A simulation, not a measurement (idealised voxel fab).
You're looking at the process module voxel double patterning.
Square cell edge 5 nm, section width 300 nm, ID cut.
When this document writes out a cross-section, it uses a grid of square cells and lists it as bands, beginning at the top and moving down, with a band standing for one or more rows of cells.
Band entry format. Leading values: height of top, height of bottom, nm. Remainder: materials in left-to-right order, each with its width in nm. Special words: "everywhere" on a single material, which then fills the band edge to edge; "blank", empty space.
Height datum 0, below which the as-received substrate wafer is one material. Lowest band open at the bottom, running downward: "0..down".
The notation "30 to 40" denotes a width that varies across the rows of cells in the band, beginning at the first number in the top row, finishing at the second number in the bottom row, and changing by an identical amount from each row to the next.
You'll sometimes find "nothing changed" written for a step, and that's the way of saying that nowhere in the cross-section did a cell change during that step.
"Tabulated closed voids" contains a list of empty spaces, each no smaller than 8 cells and without an open way to the top, written in the form width x height at distance with the distance from the left edge and all three in nm.
It should be noted that, on the line of a given step, the content following the step's settings is a remark produced by the simulator itself with respect to that step.
A step's line can hold "overlay nm"; with a mask on that step, the setting says how far right of the planned place the mask lay, while a negative setting says it lay to the left.
From here on the document is pairs. In a pair, the cross-section before one process step comes with the cross-section after it, and the latter goes no deeper than the lowest band that changed. What lies in between, the step and its settings, is written under the pair. A pair may be from a different run of this module on the same starting wafer than the pair above it, so it continues from that pair only where its entry headed "Pre-step geometry" says so.
-- Pre-step geometry
35..25 | aC=90, then blank=15, then aC=10, then blank=15, then aC=10, then blank=15, then aC=10, then blank=15, then aC=10, then blank=15, then aC=95
25..15 | SiCN=90, then aC=15, then SiCN=10, then blank=15, then SiCN=10, then aC=15, then SiCN=10, then blank=15, then SiCN=10, then aC=15, then SiCN=95
15..5 | SiO2 everywhere
5..0 | SiN everywhere
0..down | Si everywhere
Tabulated closed voids: none
-- Cross-Section Thereafter
25..15 | SiCN=90, then blank=15, then SiCN=10, then blank=15, then SiCN=10, then blank=15, then SiCN=10, then blank=15, then SiCN=10, then blank=15, then SiCN=95
Whatever lies below 15 is exactly as it was before.
Tabulated closed voids: none
Which process step falls between the two cross-sections above? STRIP: etch materials aC
Pre-step geometry: no separate figure, the pair right above already shows it after its step.
-- Cross-Section Thereafter
25..15 | SiCN=90, then blank=15, then SiCN=10, then blank=15, then SiCN=10, then blank=15, then SiCN=10, then blank=15, then SiCN=10, then blank=15, then SiCN=95
15..5 | SiO2=90, then blank=15, then SiO2=10, then blank=15, then SiO2=10, then blank=15, then SiO2=10, then blank=15, then SiO2=10, then blank=15, then SiO2=95
Whatever lies below 5 is exactly as it was before.
Tabulated closed voids: none
Which process step falls between the two cross-sections above? DIRECTIONAL_ETCH: etch materials SiO2, depth nm 20
Pre-step geometry: no separate figure, the pair right above already shows it after its step.
-- Cross-Section Thereafter
15..5 | SiO2=90, then blank=15, then SiO2=10, then blank=15, then SiO2=10, then blank=15, then SiO2=10, then blank=15, then SiO2=10, then blank=15, then SiO2=95
Whatever lies below 5 is exactly as it was before.
Tabulated closed voids: none
Which process step falls between the two cross-sections above? STRIP: etch materials SiCN
-- Pre-step geometry
45..35 | aC everywhere
35..25 | SiCN everywhere
25..5 | SiO2 everywhere
5..0 | SiN everywhere
0..down | Si everywhere
Tabulated closed voids: none
-- Cross-Section Thereafter
70..45 | resist=85, then blank=25, then resist=25, then blank=25, then resist=25, then blank=25, then resist=90
Whatever lies below 45 is exactly as it was before.
Tabulated closed voids: none
Which process step falls between the two cross-sections above? PATTERN: tone open, mask id FIRST, material resist, width nm 25, pitch nm 50, thk nm 25, overlay nm 0
Pre-step geometry: no separate figure, the pair right above already shows it after its step.
-- Cross-Section Thereafter
60..45 | resist=85, then blank=25, then resist=25, then blank=25, then resist=25, then blank=25, then resist=90
45..35 | aC=85, then blank=25, then aC=25, then blank=25, then aC=25, then blank=25, then aC=90
Whatever lies below 35 is exactly as it was before.
Tabulated closed voids: none
Which process step falls between the two cross-sections above? DIRECTIONAL_ETCH: etch materials aC, depth nm 10
Pre-step geometry: no separate figure, the pair right above already shows it after its step.
-- Cross-Section Thereafter
45..35 | aC=85, then blank=25, then aC=25, then blank=25, then aC=25, then blank=25, then aC=90
Whatever lies below 35 is exactly as it was before.
Tabulated closed voids: none
Which process step falls between the two cross-sections above? STRIP: etch materials resist
Pre-step geometry: no separate figure, the pair right above already shows it after its step.
-- Cross-Section Thereafter
45..35 | aC=85, then blank=25, then aC=25, then blank=25, then aC=25, then blank=25, then aC=90
35..25 | SiCN=85, then blank=25, then SiCN=25, then blank=25, then SiCN=25, then blank=25, then SiCN=90
Whatever lies below 25 is exactly as it was before.
Tabulated closed voids: none
Which process step falls between the two cross-sections above? DIRECTIONAL_ETCH: etch materials SiCN, depth nm 10
Pre-step geometry: no separate figure, the pair right above already shows it after its step.
-- Cross-Section Thereafter
35..25 | SiCN=85, then blank=25, then SiCN=25, then blank=25, then SiCN=25, then blank=25, then SiCN=90
Whatever lies below 25 is exactly as it was before.
Tabulated closed voids: none
Which process step falls between the two cross-sections above? STRIP: etch materials aC
Pre-step geometry: no separate figure, the pair right above already shows it after its step.
-- Cross-Section Thereafter
45..35 | aC=85, then blank=25, then aC=25, then blank=25, then aC=25, then blank=25, then aC=90
35..25 | SiCN=85, then aC=25, then SiCN=25, then aC=25, then SiCN=25, then aC=25, then SiCN=90
Whatever lies below 25 is exactly as it was before.
Tabulated closed voids: none
Which process step falls between the two cross-sections above? DIRECTIONAL_DEP: material aC, thk nm 10
Pre-step geometry: no separate figure, the pair right above already shows it after its step.
-- Cross-Section Thereafter
75..45 | resist=115, then blank=15, then resist=35, then blank=15, then resist=120
45..35 | aC=85, then resist=25, then aC=25, then resist=25, then aC=25, then resist=25, then aC=90
Whatever lies below 35 is exactly as it was before.
Tabulated closed voids: none
Which process step falls between the two cross-sections above? PATTERN: tone open, mask id SECOND, material resist, width nm 15, pitch nm 50, thk nm 30, overlay nm 0
Pre-step geometry: no separate figure, the pair right above already shows it after its step.
-- Cross-Section Thereafter
65..45 | resist=115, then blank=15, then resist=35, then blank=15, then resist=120
45..35 | aC=85, then resist=25, then aC=5, then blank=15, then aC=5, then resist=25, then aC=5, then blank=15, then aC=5, then resist=25, then aC=90
Whatever lies below 35 is exactly as it was before.
Tabulated closed voids: none
Which process step falls between the two cross-sections above? DIRECTIONAL_ETCH: etch materials aC, depth nm 10
Pre-step geometry: no separate figure, the pair right above already shows it after its step.
-- Cross-Section Thereafter
45..35 | aC=85, then blank=25, then aC=5, then blank=15, then aC=5, then blank=25, then aC=5, then blank=15, then aC=5, then blank=25, then aC=90
Whatever lies below 35 is exactly as it was before.
Tabulated closed voids: none
Which process step falls between the two cross-sections above? STRIP: etch materials resist
Pre-step geometry: no separate figure, the pair right above already shows it after its step.
-- Cross-Section Thereafter
45..35 | aC=85, then blank=25, then aC=5, then blank=15, then aC=5, then blank=25, then aC=5, then blank=15, then aC=5, then blank=25, then aC=90
35..25 | SiCN=85, then aC=25, then SiCN=5, then blank=15, then SiCN=5, then aC=25, then SiCN=5, then blank=15, then SiCN=5, then aC=25, then SiCN=90
Whatever lies below 25 is exactly as it was before.
Tabulated closed voids: none
Which process step falls between the two cross-sections above? DIRECTIONAL_ETCH: etch materials SiCN, depth nm 10
Pre-step geometry: no separate figure, the pair right above already shows it after its step.
-- Cross-Section Thereafter
35..25 | SiCN=85, then blank=25, then SiCN=5, then blank=15, then SiCN=5, then blank=25, then SiCN=5, then blank=15, then SiCN=5, then blank=25, then SiCN=90
Whatever lies below 25 is exactly as it was before.
Tabulated closed voids: none
Which process step falls between the two cross-sections above? STRIP: etch materials aC
Pre-step geometry: no separate figure, the pair right above already shows it after its step.
-- Cross-Section Thereafter
35..25 | SiCN=85, then blank=25, then SiCN=5, then blank=15, then SiCN=5, then blank=25, then SiCN=5, then blank=15, then SiCN=5, then blank=25, then SiCN=90
25..5 | SiO2=85, then blank=25, then SiO2=5, then blank=15, then SiO2=5, then blank=25, then SiO2=5, then blank=15, then SiO2=5, then blank=25, then SiO2=90
Whatever lies below 5 is exactly as it was before.
Tabulated closed voids: none
Which process step falls between the two cross-sections above? DIRECTIONAL_ETCH: etch materials SiO2, depth nm 20
Pre-step geometry: no separate figure, the pair right above already shows it after its step.
-- Cross-Section Thereafter
25..5 | SiO2=85, then blank=25, then SiO2=5, then blank=15, then SiO2=5, then blank=25, then SiO2=5, then blank=15, then SiO2=5, then blank=25, then SiO2=90
Whatever lies below 5 is exactly as it was before.
Tabulated closed voids: none
Which process step falls between the two cross-sections above? STRIP: etch materials SiCN
-- Pre-step geometry
45..35 | aC everywhere
35..25 | SiCN everywhere
25..5 | SiO2 everywhere
5..0 | SiN everywhere
0..down | Si everywhere
Tabulated closed voids: none
-- Cross-Section Thereafter
70..45 | resist=95, then blank=15, then resist=35, then blank=15, then resist=35, then blank=15, then resist=90
Whatever lies below 45 is exactly as it was before.
Tabulated closed voids: none
Which process step falls between the two cross-sections above? PATTERN: tone open, mask id FIRST, material resist, width nm 15, pitch nm 50, thk nm 25, overlay nm 5
Pre-step geometry: no separate figure, the pair right above already shows it after its step.
-- Cross-Section Thereafter
60..45 | resist=95, then blank=15, then resist=35, then blank=15, then resist=35, then blank=15, then resist=90
45..35 | aC=95, then blank=15, then aC=35, then blank=15, then aC=35, then blank=15, then aC=90
Whatever lies below 35 is exactly as it was before.
Tabulated closed voids: none
Which process step falls between the two cross-sections above? DIRECTIONAL_ETCH: etch materials aC, depth nm 10
Pre-step geometry: no separate figure, the pair right above already shows it after its step.
-- Cross-Section Thereafter
45..35 | aC=95, then blank=15, then aC=35, then blank=15, then aC=35, then blank=15, then aC=90
Whatever lies below 35 is exactly as it was before.
Tabulated closed voids: none
Which process step falls between the two cross-sections above? STRIP: etch materials resist
Pre-step geometry: no separate figure, the pair right above already shows it after its step.
-- Cross-Section Thereafter
45..35 | aC=95, then blank=15, then aC=35, then blank=15, then aC=35, then blank=15, then aC=90
35..25 | SiCN=95, then blank=15, then SiCN=35, then blank=15, then SiCN=35, then blank=15, then SiCN=90
Whatever lies below 25 is exactly as it was before.
Tabulated closed voids: none
Which process step falls between the two cross-sections above? DIRECTIONAL_ETCH: etch materials SiCN, depth nm 10
Pre-step geometry: no separate figure, the pair right above already shows it after its step.
-- Cross-Section Thereafter
35..25 | SiCN=95, then blank=15, then SiCN=35, then blank=15, then SiCN=35, then blank=15, then SiCN=90
Whatever lies below 25 is exactly as it was before.
Tabulated closed voids: none
Which process step falls between the two cross-sections above? STRIP: etch materials aC
Pre-step geometry: no separate figure, the pair right above already shows it after its step.
-- Cross-Section Thereafter
45..35 | aC=95, then blank=15, then aC=35, then blank=15, then aC=35, then blank=15, then aC=90
35..25 | SiCN=95, then aC=15, then SiCN=35, then aC=15, then SiCN=35, then aC=15, then SiCN=90
Whatever lies below 25 is exactly as it was before.
Tabulated closed voids: none
Which process step falls between the two cross-sections above? DIRECTIONAL_DEP: material aC, thk nm 10
Pre-step geometry: no separate figure, the pair right above already shows it after its step.
-- Cross-Section Thereafter
75..45 | resist=115, then blank=15, then resist=35, then blank=15, then resist=120
45..35 | aC=95, then resist=15, then aC=35, then resist=15, then aC=35, then resist=15, then aC=90
Whatever lies below 35 is exactly as it was before.
Tabulated closed voids: none
Which process step falls between the two cross-sections above? PATTERN: tone open, mask id SECOND, material resist, width nm 15, pitch nm 50, thk nm 30, overlay nm 0
Pre-step geometry: no separate figure, the pair right above already shows it after its step.
-- Cross-Section Thereafter
65..45 | resist=115, then blank=15, then resist=35, then blank=15, then resist=120
45..35 | aC=95, then resist=15, then aC=5, then blank=15, then aC=15, then resist=15, then aC=5, then blank=15, then aC=15, then resist=15, then aC=90
Whatever lies below 35 is exactly as it was before.
Tabulated closed voids: none
Which process step falls between the two cross-sections above? DIRECTIONAL_ETCH: etch materials aC, depth nm 10
Pre-step geometry: no separate figure, the pair right above already shows it after its step.
-- Cross-Section Thereafter
45..35 | aC=95, then blank=15, then aC=5, then blank=15, then aC=15, then blank=15, then aC=5, then blank=15, then aC=15, then blank=15, then aC=90
Whatever lies below 35 is exactly as it was before.
Tabulated closed voids: none
Which process step falls between the two cross-sections above? STRIP: etch materials resist
Pre-step geometry: no separate figure, the pair right above already shows it after its step.
-- Cross-Section Thereafter
45..35 | aC=95, then blank=15, then aC=5, then blank=15, then aC=15, then blank=15, then aC=5, then blank=15, then aC=15, then blank=15, then aC=90
35..25 | SiCN=95, then aC=15, then SiCN=5, then blank=15, then SiCN=15, then aC=15, then SiCN=5, then blank=15, then SiCN=15, then aC=15, then SiCN=90
Whatever lies below 25 is exactly as it was before.
Tabulated closed voids: none
Which process step falls between the two cross-sections above? DIRECTIONAL_ETCH: etch materials SiCN, depth nm 10
Pre-step geometry: no separate figure, the pair right above already shows it after its step.
-- Cross-Section Thereafter
35..25 | SiCN=95, then blank=15, then SiCN=5, then blank=15, then SiCN=15, then blank=15, then SiCN=5, then blank=15, then SiCN=15, then blank=15, then SiCN=90
Whatever lies below 25 is exactly as it was before.
Tabulated closed voids: none
Which process step falls between the two cross-sections above? STRIP: etch materials aC
Pre-step geometry: no separate figure, the pair right above already shows it after its step.
-- Cross-Section Thereafter
35..25 | SiCN=95, then blank=15, then SiCN=5, then blank=15, then SiCN=15, then blank=15, then SiCN=5, then blank=15, then SiCN=15, then blank=15, then SiCN=90
25..5 | SiO2=95, then blank=15, then SiO2=5, then blank=15, then SiO2=15, then blank=15, then SiO2=5, then blank=15, then SiO2=15, then blank=15, then SiO2=90
Whatever lies below 5 is exactly as it was before.
Tabulated closed voids: none
Which process step falls between the two cross-sections above? DIRECTIONAL_ETCH: etch materials SiO2, depth nm 20
Pre-step geometry: no separate figure, the pair right above already shows it after its step.
-- Cross-Section Thereafter
25..5 | SiO2=95, then blank=15, then SiO2=5, then blank=15, then SiO2=15, then blank=15, then SiO2=5, then blank=15, then SiO2=15, then blank=15, then SiO2=90
Whatever lies below 5 is exactly as it was before.
Tabulated closed voids: none
Which process step falls between the two cross-sections above? STRIP: etch materials SiCN
-- Pre-step geometry
65..45 | resist=115, then blank=15, then resist=35, then blank=15, then resist=120
45..35 | aC=90, then resist=15, then aC=10, then blank=15, then aC=10, then resist=15, then aC=10, then blank=15, then aC=10, then resist=15, then aC=95
35..25 | SiCN=90, then aC=15, then SiCN=35, then aC=15, then SiCN=35, then aC=15, then SiCN=95
25..5 | SiO2 everywhere
5..0 | SiN everywhere
0..down | Si everywhere
Tabulated closed voids: none
-- Cross-Section Thereafter
65..45 | resist=115, then blank=15, then resist=35, then blank=15, then resist=120
45..35 | aC=90, then resist=15, then aC=10, then blank=15, then aC=10, then resist=15, then aC=10, then blank=15, then aC=10, then resist=15, then aC=95
35..25 | SiCN=90, then aC=15, then blank=35, then aC=15, then blank=35, then aC=15, then SiCN=95
Whatever lies below 25 is exactly as it was before.
Tabulated closed voids: none
Which process step falls between the two cross-sections above? STRIP: etch materials SiCN
Pre-step geometry: no separate figure, the pair right above already shows it after its step.
-- Cross-Section Thereafter
35..25 | SiCN=90, then blank=115, then SiCN=95
Whatever lies below 25 is exactly as it was before.
Tabulated closed voids: none
Which process step falls between the two cross-sections above? STRIP: etch materials aC
Pre-step geometry: no separate figure, the pair right above already shows it after its step.
-- Cross-Section Thereafter
35..25 | SiCN=90, then blank=115, then SiCN=95
25..5 | SiO2=90, then blank=115, then SiO2=95
Whatever lies below 5 is exactly as it was before.
Tabulated closed voids: none
Which process step falls between the two cross-sections above? DIRECTIONAL_ETCH: etch materials SiO2, depth nm 20
Pre-step geometry: no separate figure, the pair right above already shows it after its step.
-- Cross-Section Thereafter
25..5 | SiO2=90, then blank=115, then SiO2=95
Whatever lies below 5 is exactly as it was before.
Tabulated closed voids: none
Which process step falls between the two cross-sections above? STRIP: etch materials SiCN
-- Pre-step geometry
45..35 | aC everywhere
35..25 | SiCN everywhere
25..5 | SiO2 everywhere
5..0 | SiN everywhere
0..down | Si everywhere
Tabulated closed voids: none
-- Cross-Section Thereafter
70..45 | blank=90, then resist=15, then blank=35, then resist=15, then blank=35, then resist=15, then blank=95
Whatever lies below 45 is exactly as it was before.
Tabulated closed voids: none
Which process step falls between the two cross-sections above? PATTERN: tone cover, mask id FIRST, material resist, width nm 15, pitch nm 50, thk nm 25, overlay nm 0
Pre-step geometry: no separate figure, the pair right above already shows it after its step.
-- Cross-Section Thereafter
60..45 | blank=90, then resist=15, then blank=35, then resist=15, then blank=35, then resist=15, then blank=95
45..35 | blank=90, then aC=15, then blank=35, then aC=15, then blank=35, then aC=15, then blank=95
Whatever lies below 35 is exactly as it was before.
Tabulated closed voids: none
Which process step falls between the two cross-sections above? DIRECTIONAL_ETCH: etch materials aC, depth nm 10
Pre-step geometry: no separate figure, the pair right above already shows it after its step.
-- Cross-Section Thereafter
45..35 | blank=90, then aC=15, then blank=35, then aC=15, then blank=35, then aC=15, then blank=95
Whatever lies below 35 is exactly as it was before.
Tabulated closed voids: none
Which process step falls between the two cross-sections above? STRIP: etch materials resist
Pre-step geometry: no separate figure, the pair right above already shows it after its step.
-- Cross-Section Thereafter
45..35 | blank=90, then aC=15, then blank=35, then aC=15, then blank=35, then aC=15, then blank=95
35..25 | blank=90, then SiCN=15, then blank=35, then SiCN=15, then blank=35, then SiCN=15, then blank=95
Whatever lies below 25 is exactly as it was before.
Tabulated closed voids: none
Which process step falls between the two cross-sections above? DIRECTIONAL_ETCH: etch materials SiCN, depth nm 10
Pre-step geometry: no separate figure, the pair right above already shows it after its step.
-- Cross-Section Thereafter
35..25 | blank=90, then SiCN=15, then blank=35, then SiCN=15, then blank=35, then SiCN=15, then blank=95
Whatever lies below 25 is exactly as it was before.
Tabulated closed voids: none
Which process step falls between the two cross-sections above? STRIP: etch materials aC
Pre-step geometry: no separate figure, the pair right above already shows it after its step.
-- Cross-Section Thereafter
45..35 | blank=90, then aC=15, then blank=35, then aC=15, then blank=35, then aC=15, then blank=95
35..25 | aC=90, then SiCN=15, then aC=35, then SiCN=15, then aC=35, then SiCN=15, then aC=95
Whatever lies below 25 is exactly as it was before.
Tabulated closed voids: none
Which process step falls between the two cross-sections above? DIRECTIONAL_DEP: material aC, thk nm 10
Pre-step geometry: no separate figure, the pair right above already shows it after its step.
-- Cross-Section Thereafter
75..45 | resist=115, then blank=15, then resist=35, then blank=15, then resist=120
45..35 | resist=90, then aC=15, then resist=10, then blank=15, then resist=10, then aC=15, then resist=10, then blank=15, then resist=10, then aC=15, then resist=95
Whatever lies below 35 is exactly as it was before.
Tabulated closed voids: none
Which process step falls between the two cross-sections above? PATTERN: tone open, mask id SECOND, material resist, width nm 15, pitch nm 50, thk nm 30, overlay nm 0
Pre-step geometry: no separate figure, the pair right above already shows it after its step.
-- Cross-Section Thereafter
65..45 | resist=115, then blank=15, then resist=35, then blank=15, then resist=120
45..35 | resist=90, then aC=15, then resist=10, then blank=15, then resist=10, then aC=15, then resist=10, then blank=15, then resist=10, then aC=15, then resist=95
35..25 | aC=90, then SiCN=15, then aC=10, then blank=15, then aC=10, then SiCN=15, then aC=10, then blank=15, then aC=10, then SiCN=15, then aC=95
Whatever lies below 25 is exactly as it was before.
Tabulated closed voids: none
Which process step falls between the two cross-sections above? DIRECTIONAL_ETCH: etch materials aC, depth nm 10
Pre-step geometry: no separate figure, the pair right above already shows it after its step.
-- Cross-Section Thereafter
45..35 | blank=90, then aC=15, then blank=35, then aC=15, then blank=35, then aC=15, then blank=95
Whatever lies below 35 is exactly as it was before.
Tabulated closed voids: none
Which process step falls between the two cross-sections above? STRIP: etch materials resist
Pre-step geometry: no separate figure, the pair right above already shows it after its step.
-- Cross-Section Thereafter
35..25 | blank=90, then SiCN=15, then blank=35, then SiCN=15, then blank=35, then SiCN=15, then blank=95
Whatever lies below 25 is exactly as it was before.
Tabulated closed voids: none
Which process step falls between the two cross-sections above? STRIP: etch materials aC
Pre-step geometry: no separate figure, the pair right above already shows it after its step.
-- Cross-Section Thereafter
35..25 | blank=90, then SiCN=15, then blank=35, then SiCN=15, then blank=35, then SiCN=15, then blank=95
25..5 | blank=90, then SiO2=15, then blank=35, then SiO2=15, then blank=35, then SiO2=15, then blank=95
Whatever lies below 5 is exactly as it was before.
Tabulated closed voids: none
Which process step falls between the two cross-sections above? DIRECTIONAL_ETCH: etch materials SiO2, depth nm 20
Pre-step geometry: no separate figure, the pair right above already shows it after its step.
-- Cross-Section Thereafter
25..5 | blank=90, then SiO2=15, then blank=35, then SiO2=15, then blank=35, then SiO2=15, then blank=95
Whatever lies below 5 is exactly as it was before.
Tabulated closed voids: none
Which process step falls between the two cross-sections above? STRIP: etch materials SiCN
